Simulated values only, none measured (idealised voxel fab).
process module | voxel gate over fins
cross-section cut | 295 nm wide | cells 5 nm
A cross-section is a grid of square cells, given in bands from the top down. A band is one or more rows of cells.
Each band's line starts with the height of the band's top and of its bottom, in nm. Then come its materials from left to right, each with its width in nm. One material with "throughout" fills the band from edge to edge. "air" is empty space.
Height 0 is the level under which the wafer as received is all one material. The lowest band goes on downwards, as in "0 down".
A width such as "30 to 40" changes by the same amount from each row of cells to the next, from the band's top row to its bottom row.
"no change" after a step means that no cell of the cross-section changed.
closed voids: empty space of 8 cells or more with no open way to the top, each as width x height at its distance from the left edge, in nm
after a step's settings: what the simulator itself notes on the step
overlay nm, on a step with a mask: how far to the right of its planned place the mask lay; to the left if negative
plan
1 op RECEIVE | material Si
2 op CONFORMAL_DEP | material SiN | thk nm 5
3 op PATTERN | tone cover | mask id FINS | material resist | width nm 15 | pitch nm 35 | thk nm 15 | overlay nm 0
4 op DIRECTIONAL_ETCH | etch materials SiN | depth nm 5
5 op DIRECTIONAL_ETCH | etch materials Si | depth nm 40
6 op STRIP | etch materials resist
7 op FILL_DEP | material SiO2 | thk nm 5
8 op CMP | height nm 5
9 op SELECTIVE_ETCH | etch materials SiO2 | depth nm 20
10 op STRIP | etch materials SiN
11 op CONFORMAL_DEP | material HfO2 | thk nm 5
12 op CONFORMAL_DEP | material TiN | thk nm 5
13 op CONFORMAL_DEP | material TiAl | thk nm 5
14 op CONFORMAL_DEP | material TiN | thk nm 5
15 op FILL_DEP | material W | thk nm 15
16 op CMP | height nm 30
17 op CONFORMAL_DEP | material SiCN | thk nm 10
first wafer, as planned
as received, after step 1
  0 down: Si throughout
  closed voids: none
after step 2
  5 to 0: SiN throughout
  below 0: unchanged
after step 3
  20 to 5: air 85 | resist 15 | air 20 | resist 15 | air 20 | resist 15 | air 20 | resist 15 | air 90
  below 5: unchanged
after step 4
  20 to 5: air 85 | resist 15 | air 20 | resist 15 | air 20 | resist 15 | air 20 | resist 15 | air 90
  5 to 0: air 85 | SiN 15 | air 20 | SiN 15 | air 20 | SiN 15 | air 20 | SiN 15 | air 90
  below 0: unchanged
after step 5
  20 to 5: air 85 | resist 15 | air 20 | resist 15 | air 20 | resist 15 | air 20 | resist 15 | air 90
  5 to 0: air 85 | SiN 15 | air 20 | SiN 15 | air 20 | SiN 15 | air 20 | SiN 15 | air 90
  0 to -40: air 85 | Si 15 | air 20 | Si 15 | air 20 | Si 15 | air 20 | Si 15 | air 90
  below -40: unchanged
after step 6
  5 to 0: air 85 | SiN 15 | air 20 | SiN 15 | air 20 | SiN 15 | air 20 | SiN 15 | air 90
  below 0: unchanged
after step 7
  10 to 5: SiO2 throughout
  5 to 0: SiO2 85 | SiN 15 | SiO2 20 | SiN 15 | SiO2 20 | SiN 15 | SiO2 20 | SiN 15 | SiO2 90
  0 to -40: SiO2 85 | Si 15 | SiO2 20 | Si 15 | SiO2 20 | Si 15 | SiO2 20 | Si 15 | SiO2 90
  below -40: unchanged
after step 8
  5 to 0: SiO2 85 | SiN 15 | SiO2 20 | SiN 15 | SiO2 20 | SiN 15 | SiO2 20 | SiN 15 | SiO2 90
  below 0: unchanged
after step 9
  5 to 0: air 85 | SiN 15 | air 20 | SiN 15 | air 20 | SiN 15 | air 20 | SiN 15 | air 90
  0 to -15: air 85 | Si 15 | air 20 | Si 15 | air 20 | Si 15 | air 20 | Si 15 | air 90
  below -15: unchanged
after step 10
  0 to -15: air 85 | Si 15 | air 20 | Si 15 | air 20 | Si 15 | air 20 | Si 15 | air 90
  below -15: unchanged
after step 11
  5 to 0: air 80 | HfO2 25 | air 10 | HfO2 25 | air 10 | HfO2 25 | air 10 | HfO2 25 | air 85
  0 to -10: air 80 | HfO2 5 | Si 15 | HfO2 5 | air 10 | HfO2 5 | Si 15 | HfO2 5 | air 10 | HfO2 5 | Si 15 | HfO2 5 | air 10 | HfO2 5 | Si 15 | HfO2 5 | air 85
  -10 to -15: HfO2 85 | Si 15 | HfO2 20 | Si 15 | HfO2 20 | Si 15 | HfO2 20 | Si 15 | HfO2 90
  below -15: unchanged
after step 12
  10 to 5: air 75 | TiN 140 | air 80
  5 to 0: air 75 | TiN 5 | HfO2 25 | TiN 10 | HfO2 25 | TiN 10 | HfO2 25 | TiN 10 | HfO2 25 | TiN 5 | air 80
  0 to -5: air 75 | TiN 5 | HfO2 5 | Si 15 | HfO2 5 | TiN 10 | HfO2 5 | Si 15 | HfO2 5 | TiN 10 | HfO2 5 | Si 15 | HfO2 5 | TiN 10 | HfO2 5 | Si 15 | HfO2 5 | TiN 5 | air 80
  -5 to -10: TiN 80 | HfO2 5 | Si 15 | HfO2 5 | TiN 10 | HfO2 5 | Si 15 | HfO2 5 | TiN 10 | HfO2 5 | Si 15 | HfO2 5 | TiN 10 | HfO2 5 | Si 15 | HfO2 5 | TiN 85
  below -10: unchanged
after step 13
  15 to 10: air 70 | TiAl 150 | air 75
  10 to 5: air 70 | TiAl 5 | TiN 140 | TiAl 5 | air 75
  5 to 0: air 70 | TiAl 5 | TiN 5 | HfO2 25 | TiN 10 | HfO2 25 | TiN 10 | HfO2 25 | TiN 10 | HfO2 25 | TiN 5 | TiAl 5 | air 75
  0 to -5: TiAl 75 | TiN 5 | HfO2 5 | Si 15 | HfO2 5 | TiN 10 | HfO2 5 | Si 15 | HfO2 5 | TiN 10 | HfO2 5 | Si 15 | HfO2 5 | TiN 10 | HfO2 5 | Si 15 | HfO2 5 | TiN 5 | TiAl 80
  below -5: unchanged
after step 14
  20 to 15: air 65 | TiN 160 | air 70
  15 to 10: air 65 | TiN 5 | TiAl 150 | TiN 5 | air 70
  10 to 5: air 65 | TiN 5 | TiAl 5 | TiN 140 | TiAl 5 | TiN 5 | air 70
  5 to 0: TiN 70 | TiAl 5 | TiN 5 | HfO2 25 | TiN 10 | HfO2 25 | TiN 10 | HfO2 25 | TiN 10 | HfO2 25 | TiN 5 | TiAl 5 | TiN 75
  below 0: unchanged
after step 15
  35 to 20: W throughout
  20 to 15: W 65 | TiN 160 | W 70
  15 to 10: W 65 | TiN 5 | TiAl 150 | TiN 5 | W 70
  10 to 5: W 65 | TiN 5 | TiAl 5 | TiN 140 | TiAl 5 | TiN 5 | W 70
  below 5: unchanged
after step 16
  30 to 20: W throughout
  below 20: unchanged
after step 17
  40 to 30: SiCN throughout
  below 30: unchanged
second wafer: like start, like plan, one mistake. Through step 10 it matches the first wafer
when step 11 should have ended
  5 to 0: air 80 | SiCN 25 | air 10 | SiCN 25 | air 10 | SiCN 25 | air 10 | SiCN 25 | air 85
  0 to -10: air 80 | SiCN 5 | Si 15 | SiCN 5 | air 10 | SiCN 5 | Si 15 | SiCN 5 | air 10 | SiCN 5 | Si 15 | SiCN 5 | air 10 | SiCN 5 | Si 15 | SiCN 5 | air 85
  -10 to -15: SiCN 85 | Si 15 | SiCN 20 | Si 15 | SiCN 20 | Si 15 | SiCN 20 | Si 15 | SiCN 90
  below -15: unchanged
when step 12 should have ended
  10 to 5: air 75 | TiN 140 | air 80
  5 to 0: air 75 | TiN 5 | SiCN 25 | TiN 10 | SiCN 25 | TiN 10 | SiCN 25 | TiN 10 | SiCN 25 | TiN 5 | air 80
  0 to -5: air 75 | TiN 5 | SiCN 5 | Si 15 | SiCN 5 | TiN 10 | SiCN 5 | Si 15 | SiCN 5 | TiN 10 | SiCN 5 | Si 15 | SiCN 5 | TiN 10 | SiCN 5 | Si 15 | SiCN 5 | TiN 5 | air 80
  -5 to -10: TiN 80 | SiCN 5 | Si 15 | SiCN 5 | TiN 10 | SiCN 5 | Si 15 | SiCN 5 | TiN 10 | SiCN 5 | Si 15 | SiCN 5 | TiN 10 | SiCN 5 | Si 15 | SiCN 5 | TiN 85
  below -10: unchanged
when step 13 should have ended
  15 to 10: air 70 | TiAl 150 | air 75
  10 to 5: air 70 | TiAl 5 | TiN 140 | TiAl 5 | air 75
  5 to 0: air 70 | TiAl 5 | TiN 5 | SiCN 25 | TiN 10 | SiCN 25 | TiN 10 | SiCN 25 | TiN 10 | SiCN 25 | TiN 5 | TiAl 5 | air 75
  0 to -5: TiAl 75 | TiN 5 | SiCN 5 | Si 15 | SiCN 5 | TiN 10 | SiCN 5 | Si 15 | SiCN 5 | TiN 10 | SiCN 5 | Si 15 | SiCN 5 | TiN 10 | SiCN 5 | Si 15 | SiCN 5 | TiN 5 | TiAl 80
  below -5: unchanged
when step 14 should have ended
  20 to 15: air 65 | TiN 160 | air 70
  15 to 10: air 65 | TiN 5 | TiAl 150 | TiN 5 | air 70
  10 to 5: air 65 | TiN 5 | TiAl 5 | TiN 140 | TiAl 5 | TiN 5 | air 70
  5 to 0: TiN 70 | TiAl 5 | TiN 5 | SiCN 25 | TiN 10 | SiCN 25 | TiN 10 | SiCN 25 | TiN 10 | SiCN 25 | TiN 5 | TiAl 5 | TiN 75
  below 0: unchanged
when step 15 should have ended
  35 to 20: W throughout
  20 to 15: W 65 | TiN 160 | W 70
  15 to 10: W 65 | TiN 5 | TiAl 150 | TiN 5 | W 70
  10 to 5: W 65 | TiN 5 | TiAl 5 | TiN 140 | TiAl 5 | TiN 5 | W 70
  below 5: unchanged
when step 16 should have ended
  30 to 20: W throughout
  below 20: unchanged
when step 17 should have ended
  40 to 30: SiCN throughout
  below 30: unchanged
what went wrong: step 11 ran as: op CONFORMAL_DEP | material SiCN | thk nm 5
at the end the second wafer has, in cells: 83 fewer of HfO2 | 83 more of SiCN
